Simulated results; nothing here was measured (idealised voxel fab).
process module | voxel self aligned contacts
cross-section cut | 235 nm wide | cells 5 nm
A cross-section is a grid of square cells, given in bands from the top down. A band is one or more rows of cells.
Each band's line starts with the height of the band's top and of its bottom, in nm. Then come its materials from left to right, each with its width in nm. One material with "throughout" fills the band from edge to edge. "air" is empty space.
Height 0 is the level under which the wafer as received is all one material. The lowest band goes on downwards, as in "0 down".
A width such as "30 to 40" changes by the same amount from each row of cells to the next, from the band's top row to its bottom row.
"no change" after a step means that no cell of the cross-section changed.
closed voids: empty space of 8 cells or more with no open way to the top, each as width x height at its distance from the left edge, in nm
after a step's settings: what the simulator itself notes on the step
overlay nm, on a step with a mask: how far to the right of its planned place the mask lay; to the left if negative
plan
1 op RECEIVE | material Si
2 op OXIDIZE | depth nm 5
3 op DIRECTIONAL_DEP | material polySi | thk nm 25
4 op DIRECTIONAL_DEP | material SiN | thk nm 15
5 op PATTERN | tone cover | mask id GATE | material resist | width nm 30 | pitch nm 65 | thk nm 15 | overlay nm 0
6 op DIRECTIONAL_ETCH | etch materials SiN | depth nm 15
7 op DIRECTIONAL_ETCH | etch materials polySi | depth nm 25
8 op STRIP | etch materials resist
9 op CONFORMAL_DEP | material SiN | thk nm 5
10 op DIRECTIONAL_ETCH | etch materials SiN | depth nm 5
11 op FILL_DEP | material SiO2 | thk nm 15
12 op CMP | height nm 45
13 op DIRECTIONAL_DEP | material aC | thk nm 15
14 op PATTERN | tone open | mask id CONTACT | material resist | width nm 45 | pitch nm 65 | thk nm 30 | overlay nm 0
15 op DIRECTIONAL_ETCH | etch materials aC | depth nm 15
16 op STRIP | etch materials resist
17 op DIRECTIONAL_ETCH | etch materials SiO2 | depth nm 50
18 op STRIP | etch materials aC
19 op CONFORMAL_DEP | material TiN | thk nm 5
20 op FILL_DEP | material Ru | thk nm 10
21 op CMP | height nm 45
22 op CONFORMAL_DEP | material SiCN | thk nm 5
as received, after step 1
  0 down: Si throughout
  closed voids: none
first wafer at the end, as planned
  50 to 45: SiCN throughout
  45 to 40: SiO2 60 | TiN 15 | Ru 15 | TiN 15 | SiO2 20 | TiN 15 | Ru 15 | TiN 15 | SiO2 65
  40 to 25: SiO2 30 | SiN 40 | TiN 5 | Ru 15 | TiN 5 | SiN 40 | TiN 5 | Ru 15 | TiN 5 | SiN 40 | SiO2 35
  25 to 0: SiO2 30 | SiN 5 | polySi 30 | SiN 5 | TiN 5 | Ru 15 | TiN 5 | SiN 5 | polySi 30 | SiN 5 | TiN 5 | Ru 15 | TiN 5 | SiN 5 | polySi 30 | SiN 5 | SiO2 35
  0 to -5: SiO2 70 | TiN 25 | SiO2 40 | TiN 25 | SiO2 75
  -5 down: Si throughout
  closed voids: none
second wafer at the end: like start, like plan, one mistake
  50 to 45: SiCN throughout
  45 to 40: Ru 25 | TiN 35 | SiO2 45 | TiN 20 | SiO2 45 | TiN 35 | Ru 30
  40 to 25: Ru 25 | TiN 5 | SiN 40 | SiO2 25 | SiN 40 | SiO2 25 | SiN 40 | TiN 5 | Ru 30
  25 to 0: Ru 25 | TiN 5 | SiN 5 | polySi 30 | SiN 5 | SiO2 25 | SiN 5 | polySi 30 | SiN 5 | SiO2 25 | SiN 5 | polySi 30 | SiN 5 | TiN 5 | Ru 30
  0 to -5: TiN 30 | SiO2 170 | TiN 35
  -5 down: Si throughout
  closed voids: none
what went wrong: step 14 ran as: op PATTERN | tone cover | mask id CONTACT | material resist | width nm 45 | pitch nm 65 | thk nm 30 | overlay nm 0
at the end the second wafer has, in cells: 45 more of Ru | 38 fewer of SiO2 | 7 fewer of TiN
